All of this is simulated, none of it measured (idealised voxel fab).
Process module in this document: voxel gate over fins
The cross-section shown here is cut; it is 300 nm wide and divided into square cells measuring 5 nm on a side.
A cross-section is written here as square cells arranged in a grid, and it is given in bands from the top down, each band taking up one or more rows of cells.
First you get the band's top height and its bottom height, in nm, and then the materials it's made of, left to right, with each width in nm. If you see a single material with "everywhere", that one covers the band edge to edge. "empty" is empty space.
Where do heights start? At 0: under that level the wafer as delivered is made of one material only. And the lowest band has no floor; it just carries on downward, as in "from 0 down".
Quick explanation for "30 to 40": the width changes in equal steps down the rows of cells, from the first number in the band's top row to the second number in its bottom row.
Basically "remains unaltered" means that step didn't change any cell in the cross-section.
In "Sealed void inventory" the enclosed voids are listed, meaning empty spaces of 8 cells or larger without any opening to the top. The form is width x height at distance, distance from the left edge, units nm.
Post-settings text on a step line: simulator's own remark regarding the step.
A step line may carry the setting "overlay nm", which, for steps involving a mask, states the distance by which the mask lay to the right of its intended position; negative values denote displacement to the left.

# Set out below are the planned steps of the process
1: RECEIVE: material Si
2: CONFORMAL_DEP: material SiN, thk nm 5
3: DIRECTIONAL_DEP: material aC, thk nm 10
4: PATTERN: tone cover, mask id FINS, material resist, width nm 15, pitch nm 40, thk nm 30, overlay nm 0
5: DIRECTIONAL_ETCH: etch materials aC, depth nm 10
6: STRIP: etch materials resist
7: DIRECTIONAL_ETCH: etch materials SiN, depth nm 5
8: DIRECTIONAL_ETCH: etch materials Si, depth nm 30
9: STRIP: etch materials aC
10: OXIDIZE: depth nm 5
11: FILL_DEP: material SiO2, thk nm 10
12: CMP: height nm 5
13: SELECTIVE_ETCH: etch materials SiO2, depth nm 20
14: STRIP: etch materials SiN
15: CONFORMAL_DEP: material HfO2, thk nm 5
16: CONFORMAL_DEP: material TiN, thk nm 5
17: CONFORMAL_DEP: material TiAl, thk nm 5
18: CONFORMAL_DEP: material TiN, thk nm 5
19: FILL_DEP: material W, thk nm 15
20: CMP: height nm 30
21: CONFORMAL_DEP: material SiCN, thk nm 5

# Cross-section of the wafer at receipt, which is the condition after step 1
* from 0 down: Si everywhere
* Sealed void inventory: none

# Starting wafer: above. Plan: above. Run: one mistake. Cross-section after the module: below
* from 35 to 30: SiCN everywhere
* from 30 to 15: W everywhere
* from 15 to 10: W: 90  TiN: 35  W: 5  TiN: 35  W: 5  TiN: 35  W: 95
* from 10 to 5: W: 90  TiN: 5  TiAl: 25  TiN: 5  W: 5  TiN: 5  TiAl: 25  TiN: 5  W: 5  TiN: 5  TiAl: 25  TiN: 5  W: 95
* from 5 to 0: W: 90  TiN: 5  TiAl: 5  TiN: 15  TiAl: 5  TiN: 5  W: 5  TiN: 5  TiAl: 5  TiN: 15  TiAl: 5  TiN: 5  W: 5  TiN: 5  TiAl: 5  TiN: 15  TiAl: 5  TiN: 5  W: 95
* from 0 to -5: TiN: 95  TiAl: 5  TiN: 5  Si: 5  TiN: 5  TiAl: 5  TiN: 15  TiAl: 5  TiN: 5  Si: 5  TiN: 5  TiAl: 5  TiN: 15  TiAl: 5  TiN: 5  Si: 5  TiN: 5  TiAl: 5  TiN: 100
* from -5 to -10: TiAl: 100  TiN: 5  Si: 5  TiN: 5  TiAl: 25  TiN: 5  Si: 5  TiN: 5  TiAl: 25  TiN: 5  Si: 5  TiN: 5  TiAl: 105
* from -10 to -15: TiN: 105  Si: 5  TiN: 35  Si: 5  TiN: 35  Si: 5  TiN: 110
* from -15 to -35: SiO2: 105  Si: 5  SiO2: 35  Si: 5  SiO2: 35  Si: 5  SiO2: 110
* from -35 down: Si everywhere
* Sealed void inventory: none
what went wrong: skipped: plan step 15 (never run)
